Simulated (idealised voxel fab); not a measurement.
This is a process module. Its name is voxel self aligned contacts.
The cross-section on display is named cut; it measures 265 nm wide, and its cells are 5 nm squares.
Format of a cross-section: grid, square cells. Given as bands. Order: top down. Band: one or more rows of cells.
Quick guide to a band line: top height, bottom height (nm) up front; then every material left to right with its width in nm. Only one material and it's marked "everywhere"? Then it fills the band edge to edge. And "air" just means empty space.
Heights are expressed relative to 0, this being the level below which the as-received wafer comprises one material exclusively. The lowest band is unbounded in the downward direction and is denoted as in "0 down".
The two numbers in a width such as "30->40" mark its ends across the band: the first belongs to the top row of cells, the second to the bottom row, and from each row to the next the width moves by the same amount.
Step marked "no modifications"? Then no cell in the cross-section changed in it.
"Closed internal voids" enumerates empty spaces isolated from the top, with no open way to it, that contain at least 8 cells, giving each as width x height at distance from the left edge, all three in nm.
On a step's line, text after the settings is the simulator commenting on that step.
"overlay nm" on a masked step: distance the mask lay right of its planned place, negative for left.

### These are the steps we planned for the process
1. op RECEIVE | material Si
2. op OXIDIZE | depth nm 5
3. op DIRECTIONAL_DEP | material polySi | thk nm 20
4. op DIRECTIONAL_DEP | material SiN | thk nm 20
5. op MASKED_ETCH | tone cover | mask id GATE | width nm 35 | pitch nm 60 | etch materials SiN | depth nm 20 | overlay nm -15
6. op MASKED_ETCH | tone cover | mask id GATE | width nm 35 | pitch nm 60 | etch materials polySi | depth nm 20 | overlay nm 0
7. op CONFORMAL_DEP | material SiN | thk nm 5
8. op DIRECTIONAL_ETCH | etch materials SiN | depth nm 5
9. op FILL_DEP | material SiO2 | thk nm 10
10. op CMP | height nm 45
11. op PATTERN | tone open | mask id CONTACT | material resist | width nm 45 | thk nm 20 | overlay nm 0
12. op DIRECTIONAL_ETCH | etch materials SiO2 | depth nm 50
13. op STRIP | etch materials resist
14. op CONFORMAL_DEP | material TiN | thk nm 5
15. op FILL_DEP | material W | thk nm 10
16. op CMP | height nm 45
17. op CONFORMAL_DEP | material SiN | thk nm 5
The value of overlay nm given for step 5 in the plan refers to the first wafer; the wafers vary in this setting and are alike at the start.

### Incoming state of the first of several wafers in cross-section: after step 1
    0 down | Si everywhere
    Closed internal voids: none

### wafer rows; end of module; cells per material since receipt: (+) gained, (-) lost; then closed voids
overlay nm -15; -53 Si; +141 SiN; +341 SiO2; +17 TiN; +4 W; +80 polySi; Closed internal voids: none
overlay nm -10; -53 Si; +141 SiN; +344 SiO2; +22 TiN; +4 W; +72 polySi; Closed internal voids: none
overlay nm -5; -53 Si; +141 SiN; +347 SiO2; +27 TiN; +4 W; +64 polySi; Closed internal voids: none
overlay nm 0; -53 Si; +141 SiN; +350 SiO2; +27 TiN; +9 W; +56 polySi; Closed internal voids: none
overlay nm 5; -53 Si; +141 SiN; +347 SiO2; +27 TiN; +4 W; +64 polySi; Closed internal voids: none
overlay nm 10; -53 Si; +141 SiN; +344 SiO2; +22 TiN; +4 W; +72 polySi; Closed internal voids: none
overlay nm 15; -53 Si; +141 SiN; +341 SiO2; +17 TiN; +4 W; +80 polySi; Closed internal voids: none
